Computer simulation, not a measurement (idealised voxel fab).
process module | voxel released beams
It is cross-section cut that appears here, measuring 145 nm in width, its square cells being 5 nm in size.
Cross-section layout: square cells on a grid; listed as bands, top to bottom; a band spans one or more cell rows. Band: top and bottom heights (nm) first, top before bottom; then materials from left to right, widths in nm. "all across" marks a sole material filling the band edge to edge. "blank" denotes empty space. The reference from which all heights are counted is 0, the level beneath which the as-received wafer is entirely one material; the lowest band, having no lower bound, proceeds downward and is written after the example "0 nm and below". You'd read "30..40" like this: the band's top row of cells is as wide as the first number, its bottom row is as wide as the second, and going down, every row changes width by the same amount as the row before did. "nothing got changed" -> step changed no cross-section cell. Entry "Closed-off voids". Content: empty spaces with no open connection to the top, size 8 cells or greater. Each: width x height at distance. Distance: from left edge. Unit: nm. On each step's line, the part that comes after the settings is the simulator's own comment on the step. overlay nm: right-of-plan distance of the mask on a masked step; negative values mean left-of-plan.

PLAN
- 1: RECEIVE: material Si
- 2: CONFORMAL_DEP: material Al2O3, thk nm 10
- 3: DIRECTIONAL_DEP: material SiO2, thk nm 20
- 4: DIRECTIONAL_DEP: material aC, thk nm 15
- 5: PATTERN: tone open, mask id ANCHOR, material resist, width nm 25, thk nm 30, overlay nm 0
- 6: DIRECTIONAL_ETCH: etch materials aC, depth nm 15
- 7: STRIP: etch materials resist
- 8: DIRECTIONAL_ETCH: etch materials SiO2, depth nm 20
- 9: STRIP: etch materials aC
- 10: CONFORMAL_DEP: material SiN, thk nm 10
- 11: PATTERN: tone cover, mask id BEAM, material resist, width nm 80, thk nm 15, overlay nm 0
- 12: DIRECTIONAL_ETCH: etch materials SiN, depth nm 10
- 13: STRIP: etch materials resist
- 14: STRIP: etch materials SiO2

FIRST WAFER OUT OF TWO, PROCESSED AS PLANNED

HERE'S WHAT THE WAFER LOOKED LIKE IN CROSS-SECTION WHEN IT ARRIVED - THAT'S AFTER STEP 1
  0 nm and below: Si all across
  Closed-off voids: none

YOU'RE LOOKING AT A CROSS-SECTION OF THE WAFER AFTER STEP 2
  10 nm to 0 nm: Al2O3 all across
  Everything under 0 stays put, no change at all.

YOU'RE LOOKING AT A CROSS-SECTION OF THE WAFER AFTER STEP 3
  30 nm to 10 nm: SiO2 all across
  Everything under 10 stays put, no change at all.

YOU'RE LOOKING AT A CROSS-SECTION OF THE WAFER AFTER STEP 4
  45 nm to 30 nm: aC all across
  Everything under 30 stays put, no change at all.

YOU'RE LOOKING AT A CROSS-SECTION OF THE WAFER AFTER STEP 5
  75 nm to 45 nm: resist: 35; blank: 25; resist: 85
  Everything under 45 stays put, no change at all.

YOU'RE LOOKING AT A CROSS-SECTION OF THE WAFER AFTER STEP 6
  60 nm to 45 nm: resist: 35; blank: 25; resist: 85
  45 nm to 30 nm: aC: 35; blank: 25; aC: 85
  Everything under 30 stays put, no change at all.

YOU'RE LOOKING AT A CROSS-SECTION OF THE WAFER AFTER STEP 7
  45 nm to 30 nm: aC: 35; blank: 25; aC: 85
  Everything under 30 stays put, no change at all.

YOU'RE LOOKING AT A CROSS-SECTION OF THE WAFER AFTER STEP 8
  45 nm to 30 nm: aC: 35; blank: 25; aC: 85
  30 nm to 10 nm: SiO2: 35; blank: 25; SiO2: 85
  Everything under 10 stays put, no change at all.

YOU'RE LOOKING AT A CROSS-SECTION OF THE WAFER AFTER STEP 9
  30 nm to 10 nm: SiO2: 35; blank: 25; SiO2: 85
  Everything under 10 stays put, no change at all.

YOU'RE LOOKING AT A CROSS-SECTION OF THE WAFER AFTER STEP 10
  40 nm to 30 nm: SiN: 45; blank: 5; SiN: 95
  30 nm to 20 nm: SiO2: 35; SiN: 10; blank: 5; SiN: 10; SiO2: 85
  20 nm to 10 nm: SiO2: 35; SiN: 25; SiO2: 85
  Everything under 10 stays put, no change at all.

YOU'RE LOOKING AT A CROSS-SECTION OF THE WAFER AFTER STEP 11
  55 nm to 40 nm: blank: 30; resist: 80; blank: 35
  40 nm to 30 nm: SiN: 45; resist: 5; SiN: 95
  30 nm to 20 nm: SiO2: 35; SiN: 10; resist: 5; SiN: 10; SiO2: 85
  Everything under 20 stays put, no change at all.

YOU'RE LOOKING AT A CROSS-SECTION OF THE WAFER AFTER STEP 12
  55 nm to 40 nm: blank: 30; resist: 80; blank: 35
  40 nm to 30 nm: blank: 30; SiN: 15; resist: 5; SiN: 60; blank: 35
  Everything under 30 stays put, no change at all.

YOU'RE LOOKING AT A CROSS-SECTION OF THE WAFER AFTER STEP 13
  40 nm to 30 nm: blank: 30; SiN: 15; blank: 5; SiN: 60; blank: 35
  30 nm to 20 nm: SiO2: 35; SiN: 10; blank: 5; SiN: 10; SiO2: 85
  Everything under 20 stays put, no change at all.

YOU'RE LOOKING AT A CROSS-SECTION OF THE WAFER AFTER STEP 14
  40 nm to 30 nm: blank: 30; SiN: 15; blank: 5; SiN: 60; blank: 35
  30 nm to 20 nm: blank: 35; SiN: 10; blank: 5; SiN: 10; blank: 85
  20 nm to 10 nm: blank: 35; SiN: 25; blank: 85
  Everything under 10 stays put, no change at all.

WAFER TWO. SAME START, SAME PLAN, ONE SLIP IN EXECUTION. SAME AS WAFER ONE THROUGH STEP 1, INCLUSIVE

SECOND WAFER, CUT VIEW, END OF STEP 2 PER PLAN
  10 nm to 0 nm: SiO2 all across
  Everything under 0 stays put, no change at all.

SECOND WAFER, CUT VIEW, END OF STEP 3 PER PLAN
  30 nm to 0 nm: SiO2 all across
  Everything under 0 stays put, no change at all.

SECOND WAFER, CUT VIEW, END OF STEP 4 PER PLAN
  45 nm to 30 nm: aC all across
  Everything under 30 stays put, no change at all.

SECOND WAFER, CUT VIEW, END OF STEP 5 PER PLAN
  75 nm to 45 nm: resist: 35; blank: 25; resist: 85
  Everything under 45 stays put, no change at all.

SECOND WAFER, CUT VIEW, END OF STEP 6 PER PLAN
  60 nm to 45 nm: resist: 35; blank: 25; resist: 85
  45 nm to 30 nm: aC: 35; blank: 25; aC: 85
  Everything under 30 stays put, no change at all.

SECOND WAFER, CUT VIEW, END OF STEP 7 PER PLAN
  45 nm to 30 nm: aC: 35; blank: 25; aC: 85
  Everything under 30 stays put, no change at all.

SECOND WAFER, CUT VIEW, END OF STEP 8 PER PLAN
  45 nm to 30 nm: aC: 35; blank: 25; aC: 85
  30 nm to 10 nm: SiO2: 35; blank: 25; SiO2: 85
  Everything under 10 stays put, no change at all.

SECOND WAFER, CUT VIEW, END OF STEP 9 PER PLAN
  30 nm to 10 nm: SiO2: 35; blank: 25; SiO2: 85
  Everything under 10 stays put, no change at all.

SECOND WAFER, CUT VIEW, END OF STEP 10 PER PLAN
  40 nm to 30 nm: SiN: 45; blank: 5; SiN: 95
  30 nm to 20 nm: SiO2: 35; SiN: 10; blank: 5; SiN: 10; SiO2: 85
  20 nm to 10 nm: SiO2: 35; SiN: 25; SiO2: 85
  Everything under 10 stays put, no change at all.

SECOND WAFER, CUT VIEW, END OF STEP 11 PER PLAN
  55 nm to 40 nm: blank: 30; resist: 80; blank: 35
  40 nm to 30 nm: SiN: 45; resist: 5; SiN: 95
  30 nm to 20 nm: SiO2: 35; SiN: 10; resist: 5; SiN: 10; SiO2: 85
  Everything under 20 stays put, no change at all.

SECOND WAFER, CUT VIEW, END OF STEP 12 PER PLAN
  55 nm to 40 nm: blank: 30; resist: 80; blank: 35
  40 nm to 30 nm: blank: 30; SiN: 15; resist: 5; SiN: 60; blank: 35
  Everything under 30 stays put, no change at all.

SECOND WAFER, CUT VIEW, END OF STEP 13 PER PLAN
  40 nm to 30 nm: blank: 30; SiN: 15; blank: 5; SiN: 60; blank: 35
  30 nm to 20 nm: SiO2: 35; SiN: 10; blank: 5; SiN: 10; SiO2: 85
  Everything under 20 stays put, no change at all.

SECOND WAFER, CUT VIEW, END OF STEP 14 PER PLAN
  0 nm and below: Si all across
So what did we get wrong on this run? rather than as planned, step 2 actually ran as CONFORMAL_DEP: material SiO2, thk nm 10
Wafer comparison, final, in cells, second relative to first, materials more or fewer: -58 Al2O3, -48 SiN
